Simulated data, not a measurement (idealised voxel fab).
Proc. module: voxel self aligned vias
Xsec cut, 250 nm wide, square cell size 5 nm.
Cross-sections here: square-cell grids, written as top-down lists of bands, a band being one or more rows of cells.
For a band, the entry starts with two heights in nm, that of the top and then that of the bottom, and carries on with the band's materials in order from left to right, each alongside its width in nm; the word "edge to edge" beside a single material means it fills the band edge to edge, and "air" means empty space.
Zero point of the height axis is 0; under it, received wafer = one material. Lowest band: continues down indefinitely, "top 0, no bottom".
The width entry "30 to 40" should be interpreted row by row: the top row of cells in the band takes the first number, the bottom row takes the second number, and the change between adjacent rows is uniform throughout.
Given "identical to before" for a step, no cell of the cross-section differs between before and after that step.
Listed in "Closed void entries": every empty space of 8 or more cells without an open way to the top. Form: width x height at distance, the distance being from the left edge, all in nm.
Heads up: the bit after the settings on a step's line is the simulator's remark on that step.
The setting "overlay nm" may be written on the line of a step. When the step uses a mask, the value reports how far to the right of the planned place the mask lay, and a negative value reports that it lay to the left.

Here's what the planned process steps look like:
1: RECEIVE,material Si
2: CONFORMAL_DEP,material SiO2,thk nm 15
3: CONFORMAL_DEP,material SiCN,thk nm 5
4: DIRECTIONAL_DEP,material lowk,thk nm 25
5: MASKED_ETCH,tone open,mask id LINES,width nm 25,pitch nm 60,etch materials lowk,depth nm 25,overlay nm 0
6: CONFORMAL_DEP,material TiN,thk nm 5
7: FILL_DEP,material Ru,thk nm 5
8: CMP,height nm 45
9: SELECTIVE_ETCH,etch materials W Ru TiN,depth nm 10
10: FILL_DEP,material SiN,thk nm 5
11: CMP,height nm 45
12: DIRECTIONAL_DEP,material lowk,thk nm 20
13: PATTERN,tone open,mask id VIAS,material resist,width nm 35,thk nm 20,overlay nm 0
14: DIRECTIONAL_ETCH,etch materials lowk,depth nm 20
15: DIRECTIONAL_ETCH,etch materials SiN,depth nm 10
16: STRIP,etch materials resist
17: CONFORMAL_DEP,material TiN,thk nm 5
18: FILL_DEP,material Ru,thk nm 5
19: CMP,height nm 65
20: CONFORMAL_DEP,material SiCN,thk nm 5
Same starting wafers, different width nm at step 13. Plan value belongs to the first wafer.

Here's the first of the wafers in cross-section, just as we got it, i.e. after step 1:
	top 0, no bottom  Si edge to edge
	Closed void entries: none

Wafer rows, end of module: cells per material gained (+) or lost (-) since receipt; closed voids last:
width nm 35, +33 Ru, +100 SiCN, +10 SiN, +150 SiO2, +35 TiN, +372 lowk, Closed void entries: none
width nm 40, +36 Ru, +100 SiCN, +10 SiN, +150 SiO2, +36 TiN, +368 lowk, Closed void entries: none
width nm 45, +39 Ru, +100 SiCN, +10 SiN, +150 SiO2, +37 TiN, +364 lowk, Closed void entries: none
width nm 50, +42 Ru, +100 SiCN, +10 SiN, +150 SiO2, +38 TiN, +360 lowk, Closed void entries: none
width nm 55, +45 Ru, +100 SiCN, +10 SiN, +150 SiO2, +39 TiN, +356 lowk, Closed void entries: none
width nm 60, +48 Ru, +100 SiCN, +10 SiN, +150 SiO2, +40 TiN, +352 lowk, Closed void entries: none
